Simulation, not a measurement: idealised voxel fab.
You're looking at the process module voxel trench capacitor.
Square cells of 5 nm make up the cross-section cut, whose width is 295 nm.
We lay out every cross-section as a grid of square cells and spell it out in bands from the top down, where one band means one or more rows of cells.
It is stipulated that each band's entry specify, in nanometres, the height of the top of the band and then that of its bottom, followed by the materials of the band in left-to-right sequence, each together with its width in nanometres. A single material marked by the word "everywhere" is understood to fill the band from edge to edge; the word "air" is understood to denote empty space.
Height is counted from the level 0, under which the received wafer is composed throughout of one material. The lowest of the bands is not closed at the bottom but continues downward, in the notation "0 and below".
Note: "30..40" means the width goes from the first number (top row of the band) to the second number (bottom row) in equal steps per row of cells.
"nothing changed" for a step: no cell of the cross-section changed in that step.
Enclosed voids (no open way to top), threshold 8 cells or more, entry "Unvented voids", notation width x height at distance, distance from left edge, nm.
Anything after a step's settings on that line? It's the simulator's own note about the step.
"overlay nm" on a masked step: distance the mask lay right of its planned place, negative for left.
-- plan
1,RECEIVE, material Si
2,CONFORMAL_DEP, material SiN, thk nm 5
3,DIRECTIONAL_DEP, material aC, thk nm 10
4,PATTERN, tone open, mask id TRENCH, material resist, width nm 20, pitch nm 50, thk nm 30, overlay nm 0
5,DIRECTIONAL_ETCH, etch materials aC, depth nm 10
6,STRIP, etch materials resist
7,DIRECTIONAL_ETCH, etch materials SiN, depth nm 5
8,DIRECTIONAL_ETCH, etch materials Si, depth nm 35
9,STRIP, etch materials aC
10,CONFORMAL_DEP, material SiO2, thk nm 5
11,FILL_DEP, material polySi, thk nm 10
12,CMP, height nm 5
-- Wafer at receipt (post step 1), cross-section
    0 and below: Si everywhere
    Unvented voids: none
-- First of two wafers at the end of the module, shown in cross-section; run carried out as planned
    5 down to 0: 60 nm SiN  5 nm SiO2  10 nm polySi  5 nm SiO2  30 nm SiN  5 nm SiO2  10 nm polySi  5 nm SiO2  30 nm SiN  5 nm SiO2  10 nm polySi  5 nm SiO2  30 nm SiN  5 nm SiO2  10 nm polySi  5 nm SiO2  65 nm SiN
    0 down to -30: 60 nm Si  5 nm SiO2  10 nm polySi  5 nm SiO2  30 nm Si  5 nm SiO2  10 nm polySi  5 nm SiO2  30 nm Si  5 nm SiO2  10 nm polySi  5 nm SiO2  30 nm Si  5 nm SiO2  10 nm polySi  5 nm SiO2  65 nm Si
    -30 down to -35: 60 nm Si  20 nm SiO2  30 nm Si  20 nm SiO2  30 nm Si  20 nm SiO2  30 nm Si  20 nm SiO2  65 nm Si
    -35 and below: Si everywhere
    Unvented voids: none
-- Cross-sectional view of the second of two wafers upon completion of the module. This wafer shared its starting condition and process plan with the first; one error was made during its execution
    5 down to 0: 60 nm SiN  5 nm aC  10 nm polySi  5 nm aC  30 nm SiN  5 nm aC  10 nm polySi  5 nm aC  30 nm SiN  5 nm aC  10 nm polySi  5 nm aC  30 nm SiN  5 nm aC  10 nm polySi  5 nm aC  65 nm SiN
    0 down to -30: 60 nm Si  5 nm aC  10 nm polySi  5 nm aC  30 nm Si  5 nm aC  10 nm polySi  5 nm aC  30 nm Si  5 nm aC  10 nm polySi  5 nm aC  30 nm Si  5 nm aC  10 nm polySi  5 nm aC  65 nm Si
    -30 down to -35: 60 nm Si  20 nm aC  30 nm Si  20 nm aC  30 nm Si  20 nm aC  30 nm Si  20 nm aC  65 nm Si
    -35 and below: Si everywhere
    Unvented voids: none
Misprocessing identified: the process deviated at step 10: the operation and settings actually run there were CONFORMAL_DEP, material aC, thk nm 5
Once processing is complete, comparing cell counts shows that the second wafer has more or fewer of certain materials than the first: SiO2 -72, aC +72
